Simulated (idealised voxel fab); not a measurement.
The process module presented herein is designated voxel capacitor over wiring.
Shown is cross-section cut, with a width of 185 nm and square cells of size 5 nm.
Cross-section layout: square cells on a grid; listed as bands, top to bottom; a band spans one or more cell rows.
The entry gives the band's vertical extent as a top height and a bottom height in nm, then its horizontal make-up as materials from left to right, each with a width in nm. "empty" stands for empty space; a single material marked "all across" fills the band edge to edge.
Heads up on the height convention: 0 is the point under which the incoming wafer is all one material, and the lowest band has no bottom, it just keeps going down, like "0 and below".
Width spec "30 to 40" -> top row of cells at first value, bottom row at second value, equal per-row change in between.
"stayed the same" (step): cross-section cells unchanged, all of them.
Empty spaces without an open route to the top, at least 8 cells in extent, make up the entry "Enclosed empty spaces"; each is given as width x height at distance, where the distance is measured from the left edge, and all are in nm.
Anything after a step's settings on that line? It's the simulator's own note about the step.
"overlay nm" denotes, for a step that has a mask, the displacement of the mask to the right of its planned place, with negative values corresponding to the left.

[Listed below are the process steps as planned]
1: RECEIVE,material Si
2: CONFORMAL_DEP,material SiO2,thk nm 15
3: CONFORMAL_DEP,material SiCN,thk nm 5
4: DIRECTIONAL_DEP,material lowk,thk nm 20
5: DIRECTIONAL_DEP,material aC,thk nm 15
6: PATTERN,tone open,mask id METAL_1,material resist,width nm 20,pitch nm 75,thk nm 35,overlay nm 0
7: DIRECTIONAL_ETCH,etch materials aC,depth nm 15
8: STRIP,etch materials resist
9: DIRECTIONAL_ETCH,etch materials lowk,depth nm 20
10: DIRECTIONAL_ETCH,etch materials SiCN,depth nm 5
11: STRIP,etch materials aC
12: CONFORMAL_DEP,material TiN,thk nm 5
13: FILL_DEP,material W,thk nm 5
14: CMP,height nm 40
15: CONFORMAL_DEP,material SiCN,thk nm 5
16: DIRECTIONAL_DEP,material SiO2,thk nm 15
17: PATTERN,tone open,mask id PLUG_1,material resist,width nm 15,thk nm 20,overlay nm 0
18: DIRECTIONAL_ETCH,etch materials SiO2,depth nm 15
19: DIRECTIONAL_ETCH,etch materials SiCN,depth nm 5
20: STRIP,etch materials resist
21: EPI,material Ru,thk nm 10
22: EPI,material Ru,thk nm 10
23: DIRECTIONAL_DEP,material TiN,thk nm 5
24: DIRECTIONAL_DEP,material Al2O3,thk nm 5
25: DIRECTIONAL_DEP,material TiN,thk nm 5
26: DIRECTIONAL_DEP,material aC,thk nm 15
27: PATTERN,tone cover,mask id UPPER_PLATE,material resist,width nm 60,thk nm 30,overlay nm 0
28: DIRECTIONAL_ETCH,etch materials aC,depth nm 15
29: STRIP,etch materials resist
30: DIRECTIONAL_ETCH,etch materials TiN,depth nm 5
31: DIRECTIONAL_ETCH,etch materials Al2O3,depth nm 5
32: STRIP,etch materials aC
33: PATTERN,tone cover,mask id LOWER_PLATE,material resist,width nm 70,thk nm 20,overlay nm 0
34: DIRECTIONAL_ETCH,etch materials TiN,depth nm 5
35: STRIP,etch materials resist
36: FILL_DEP,material SiO2,thk nm 15
37: CMP,height nm 85
38: MASKED_ETCH,tone open,mask id PLUG_2,width nm 15,etch materials SiO2,depth nm 10,overlay nm 0
39: CONFORMAL_DEP,material TiN,thk nm 5
40: FILL_DEP,material Ru,thk nm 5
41: CMP,height nm 85
42: CONFORMAL_DEP,material SiN,thk nm 5

[First of two wafers, processed according to plan]

[As received (post step 1): cross-section]
  0 and below: Si all across
  Enclosed empty spaces: none

[Wafer xsec, post step 2]
  15 down to 0: SiO2 all across
  Everything below 0 is unchanged.

[Wafer xsec, post step 3]
  20 down to 15: SiCN all across
  Everything below 15 is unchanged.

[Wafer xsec, post step 4]
  40 down to 20: lowk all across
  Everything below 20 is unchanged.

[Wafer xsec, post step 5]
  55 down to 40: aC all across
  Everything below 40 is unchanged.

[Wafer xsec, post step 6]
  90 down to 55: resist (45), empty (20), resist (55), empty (20), resist (45)
  Everything below 55 is unchanged.

[Wafer xsec, post step 7]
  75 down to 55: resist (45), empty (20), resist (55), empty (20), resist (45)
  55 down to 40: aC (45), empty (20), aC (55), empty (20), aC (45)
  Everything below 40 is unchanged.

[Wafer xsec, post step 8]
  55 down to 40: aC (45), empty (20), aC (55), empty (20), aC (45)
  Everything below 40 is unchanged.

[Wafer xsec, post step 9]
  55 down to 40: aC (45), empty (20), aC (55), empty (20), aC (45)
  40 down to 20: lowk (45), empty (20), lowk (55), empty (20), lowk (45)
  Everything below 20 is unchanged.

[Wafer xsec, post step 10]
  55 down to 40: aC (45), empty (20), aC (55), empty (20), aC (45)
  40 down to 20: lowk (45), empty (20), lowk (55), empty (20), lowk (45)
  20 down to 15: SiCN (45), empty (20), SiCN (55), empty (20), SiCN (45)
  Everything below 15 is unchanged.

[Wafer xsec, post step 11]
  40 down to 20: lowk (45), empty (20), lowk (55), empty (20), lowk (45)
  Everything below 20 is unchanged.

[Wafer xsec, post step 12]
  45 down to 40: TiN (50), empty (10), TiN (65), empty (10), TiN (50)
  40 down to 20: lowk (45), TiN (5), empty (10), TiN (5), lowk (55), TiN (5), empty (10), TiN (5), lowk (45)
  20 down to 15: SiCN (45), TiN (20), SiCN (55), TiN (20), SiCN (45)
  Everything below 15 is unchanged.

[Wafer xsec, post step 13]
  50 down to 45: W all across
  45 down to 40: TiN (50), W (10), TiN (65), W (10), TiN (50)
  40 down to 20: lowk (45), TiN (5), W (10), TiN (5), lowk (55), TiN (5), W (10), TiN (5), lowk (45)
  Everything below 20 is unchanged.

[Wafer xsec, post step 14]
  40 down to 20: lowk (45), TiN (5), W (10), TiN (5), lowk (55), TiN (5), W (10), TiN (5), lowk (45)
  Everything below 20 is unchanged.

[Wafer xsec, post step 15]
  45 down to 40: SiCN all across
  Everything below 40 is unchanged.

[Wafer xsec, post step 16]
  60 down to 45: SiO2 all across
  Everything below 45 is unchanged.

[Wafer xsec, post step 17]
  80 down to 60: resist (50), empty (15), resist (120)
  Everything below 60 is unchanged.

[Wafer xsec, post step 18]
  80 down to 60: resist (50), empty (15), resist (120)
  60 down to 45: SiO2 (50), empty (15), SiO2 (120)
  Everything below 45 is unchanged.

[Wafer xsec, post step 19]
  80 down to 60: resist (50), empty (15), resist (120)
  60 down to 45: SiO2 (50), empty (15), SiO2 (120)
  45 down to 40: SiCN (50), empty (15), SiCN (120)
  Everything below 40 is unchanged.

[Wafer xsec, post step 20]
  60 down to 45: SiO2 (50), empty (15), SiO2 (120)
  Everything below 45 is unchanged.

[Wafer xsec, post step 21]
  60 down to 50: SiO2 (50), empty (15), SiO2 (120)
  50 down to 45: SiO2 (50), Ru (15), SiO2 (120)
  45 down to 40: SiCN (50), Ru (15), SiCN (120)
  Everything below 40 is unchanged.

[Wafer xsec, post step 22]
  60 down to 45: SiO2 (50), Ru (15), SiO2 (120)
  Everything below 45 is unchanged.

[Wafer xsec, post step 23]
  65 down to 60: TiN all across
  Everything below 60 is unchanged.

[Wafer xsec, post step 24]
  70 down to 65: Al2O3 all across
  Everything below 65 is unchanged.

[Wafer xsec, post step 25]
  75 down to 70: TiN all across
  Everything below 70 is unchanged.

[Wafer xsec, post step 26]
  90 down to 75: aC all across
  Everything below 75 is unchanged.

[Wafer xsec, post step 27]
  120 down to 90: empty (50), resist (60), empty (75)
  Everything below 90 is unchanged.

[Wafer xsec, post step 28]
  105 down to 90: empty (50), resist (60), empty (75)
  90 down to 75: empty (50), aC (60), empty (75)
  Everything below 75 is unchanged.

[Wafer xsec, post step 29]
  90 down to 75: empty (50), aC (60), empty (75)
  Everything below 75 is unchanged.

[Wafer xsec, post step 30]
  90 down to 75: empty (50), aC (60), empty (75)
  75 down to 70: empty (50), TiN (60), empty (75)
  Everything below 70 is unchanged.

[Wafer xsec, post step 31]
  90 down to 75: empty (50), aC (60), empty (75)
  75 down to 70: empty (50), TiN (60), empty (75)
  70 down to 65: empty (50), Al2O3 (60), empty (75)
  Everything below 65 is unchanged.

[Wafer xsec, post step 32]
  75 down to 70: empty (50), TiN (60), empty (75)
  Everything below 70 is unchanged.

[Wafer xsec, post step 33]
  95 down to 75: empty (45), resist (70), empty (70)
  75 down to 70: empty (45), resist (5), TiN (60), resist (5), empty (70)
  70 down to 65: empty (45), resist (5), Al2O3 (60), resist (5), empty (70)
  Everything below 65 is unchanged.

[Wafer xsec, post step 34]
  95 down to 75: empty (45), resist (70), empty (70)
  75 down to 70: empty (45), resist (5), TiN (60), resist (5), empty (70)
  70 down to 65: empty (45), resist (5), Al2O3 (60), resist (5), empty (70)
  65 down to 60: empty (45), TiN (70), empty (70)
  Everything below 60 is unchanged.

[Wafer xsec, post step 35]
  75 down to 70: empty (50), TiN (60), empty (75)
  70 down to 65: empty (50), Al2O3 (60), empty (75)
  Everything below 65 is unchanged.

[Wafer xsec, post step 36]
  90 down to 75: SiO2 all across
  75 down to 70: SiO2 (50), TiN (60), SiO2 (75)
  70 down to 65: SiO2 (50), Al2O3 (60), SiO2 (75)
  65 down to 60: SiO2 (45), TiN (70), SiO2 (70)
  Everything below 60 is unchanged.

[Wafer xsec, post step 37]
  85 down to 75: SiO2 all across
  Everything below 75 is unchanged.

[Wafer xsec, post step 38]
  85 down to 75: SiO2 (60), empty (15), SiO2 (110)
  Everything below 75 is unchanged.

[Wafer xsec, post step 39]
  90 down to 85: TiN (65), empty (5), TiN (115)
  85 down to 80: SiO2 (60), TiN (5), empty (5), TiN (5), SiO2 (110)
  80 down to 70: SiO2 (60 to 50), TiN (15 to 60), SiO2 (110 to 75)
  Everything below 70 is unchanged.

[Wafer xsec, post step 40]
  95 down to 90: Ru all across
  90 down to 85: TiN (65), Ru (5), TiN (115)
  85 down to 80: SiO2 (60), TiN (5), Ru (5), TiN (5), SiO2 (110)
  Everything below 80 is unchanged.

[Wafer xsec, post step 41]
  85 down to 80: SiO2 (60), TiN (5), Ru (5), TiN (5), SiO2 (110)
  Everything below 80 is unchanged.

[Wafer xsec, post step 42]
  90 down to 85: SiN all across
  Everything below 85 is unchanged.

[Second wafer. Start and plan as for the first. One mistake made in running. Agrees with the first up to and including step 37]

[Planned end of step 38: second wafer, cross-section]
  85 down to 75: SiO2 (60), empty (20), SiO2 (105)
  Everything below 75 is unchanged.

[Planned end of step 39: second wafer, cross-section]
  90 down to 85: TiN (65), empty (10), TiN (110)
  85 down to 80: SiO2 (60), TiN (5), empty (10), TiN (5), SiO2 (105)
  80 down to 70: SiO2 (60 to 50), TiN (20 to 60), SiO2 (105 to 75)
  Everything below 70 is unchanged.

[Planned end of step 40: second wafer, cross-section]
  95 down to 90: Ru all across
  90 down to 85: TiN (65), Ru (10), TiN (110)
  85 down to 80: SiO2 (60), TiN (5), Ru (10), TiN (5), SiO2 (105)
  Everything below 80 is unchanged.

[Planned end of step 41: second wafer, cross-section]
  85 down to 80: SiO2 (60), TiN (5), Ru (10), TiN (5), SiO2 (105)
  Everything below 80 is unchanged.

[Planned end of step 42: second wafer, cross-section]
  90 down to 85: SiN all across
  Everything below 85 is unchanged.
Want to know what went wrong? not per plan at step 38, really ran MASKED_ETCH,tone open,mask id PLUG_2,width nm 20,etch materials SiO2,depth nm 10,overlay nm 0
Final difference in cells, second wafer against first, listed per material as more or fewer: Ru +1, SiO2 -2, TiN +1
